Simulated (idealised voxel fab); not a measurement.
process module | voxel capacitor over wiring
cross-section cut | 250 nm wide | cells 5 nm
A cross-section is a grid of square cells, given in bands from the top down. A band is one or more rows of cells.
Each band's line starts with the height of the band's top and of its bottom, in nm. Then come its materials from left to right, each with its width in nm. One material with "throughout" fills the band from edge to edge. "air" is empty space.
Height 0 is the level under which the wafer as received is all one material. The lowest band goes on downwards, as in "0 down".
A width such as "30 to 40" changes by the same amount from each row of cells to the next, from the band's top row to its bottom row.
"no change" after a step means that no cell of the cross-section changed.
closed voids: empty space of 8 cells or more with no open way to the top, each as width x height at its distance from the left edge, in nm
after a step's settings: what the simulator itself notes on the step
overlay nm, on a step with a mask: how far to the right of its planned place the mask lay; to the left if negative
plan
1 op RECEIVE | material Si
2 op CONFORMAL_DEP | material SiO2 | thk nm 15
3 op CONFORMAL_DEP | material SiCN | thk nm 5
4 op DIRECTIONAL_DEP | material lowk | thk nm 15
5 op DIRECTIONAL_DEP | material aC | thk nm 15
6 op PATTERN | tone open | mask id METAL_1 | material resist | width nm 30 | pitch nm 90 | thk nm 30 | overlay nm 0
7 op DIRECTIONAL_ETCH | etch materials aC | depth nm 15
8 op STRIP | etch materials resist
9 op DIRECTIONAL_ETCH | etch materials lowk | depth nm 15
10 op DIRECTIONAL_ETCH | etch materials SiCN | depth nm 5
11 op STRIP | etch materials aC
12 op CONFORMAL_DEP | material TiN | thk nm 5
13 op FILL_DEP | material Cu | thk nm 10
14 op CMP | height nm 35
15 op CONFORMAL_DEP | material SiCN | thk nm 5
16 op DIRECTIONAL_DEP | material SiO2 | thk nm 15
17 op MASKED_ETCH | tone open | mask id PLUG_1 | width nm 15 | etch materials SiO2 | depth nm 15 | overlay nm 0
18 op MASKED_ETCH | tone open | mask id PLUG_1 | width nm 15 | etch materials SiCN | depth nm 5 | overlay nm 0
19 op EPI | material Ru | thk nm 10
20 op EPI | material Ru | thk nm 10
21 op DIRECTIONAL_DEP | material TiN | thk nm 10
22 op DIRECTIONAL_DEP | material Al2O3 | thk nm 5
23 op DIRECTIONAL_DEP | material TiN | thk nm 10
24 op MASKED_ETCH | tone cover | mask id UPPER_PLATE | width nm 65 | etch materials TiN | depth nm 10 | overlay nm 0
25 op MASKED_ETCH | tone cover | mask id UPPER_PLATE | width nm 65 | etch materials Al2O3 | depth nm 5 | overlay nm 0
26 op PATTERN | tone cover | mask id LOWER_PLATE | material resist | width nm 75 | thk nm 20 | overlay nm 0
27 op DIRECTIONAL_ETCH | etch materials TiN | depth nm 10
28 op STRIP | etch materials resist
29 op FILL_DEP | material SiO2 | thk nm 15
30 op CMP | height nm 90
31 op PATTERN | tone open | mask id PLUG_2 | material resist | width nm 15 | thk nm 15 | overlay nm 0
32 op DIRECTIONAL_ETCH | etch materials SiO2 | depth nm 10
33 op STRIP | etch materials resist
34 op CONFORMAL_DEP | material TiN | thk nm 5
35 op FILL_DEP | material Ru | thk nm 5
36 op CMP | height nm 90
37 op CONFORMAL_DEP | material SiCN | thk nm 5
as received, after step 1
  0 down: Si throughout
  closed voids: none
a wafer at the end: this start, this plan, one mistake
  95 to 90: SiCN throughout
  90 to 85: SiO2 90 | TiN 5 | Ru 5 | TiN 5 | SiO2 145
  85 to 80: SiO2 90 | TiN 15 | SiO2 145
  80 to 75: SiO2 80 | Al2O3 65 | SiO2 105
  75 to 65: SiO2 75 | TiN 75 | SiO2 100
  65 to 55: TiN throughout
  55 to 40: SiO2 80 | Ru 15 | SiO2 155
  40 to 35: SiCN 80 | Ru 15 | SiCN 155
  35 to 20: lowk 65 | TiN 5 | Cu 20 | TiN 5 | lowk 60 | TiN 5 | Cu 20 | TiN 5 | lowk 65
  20 to 15: SiCN 65 | TiN 30 | SiCN 60 | TiN 30 | SiCN 65
  15 to 0: SiO2 throughout
  0 down: Si throughout
  closed voids: none
what went wrong: steps 22 and 23 were swapped
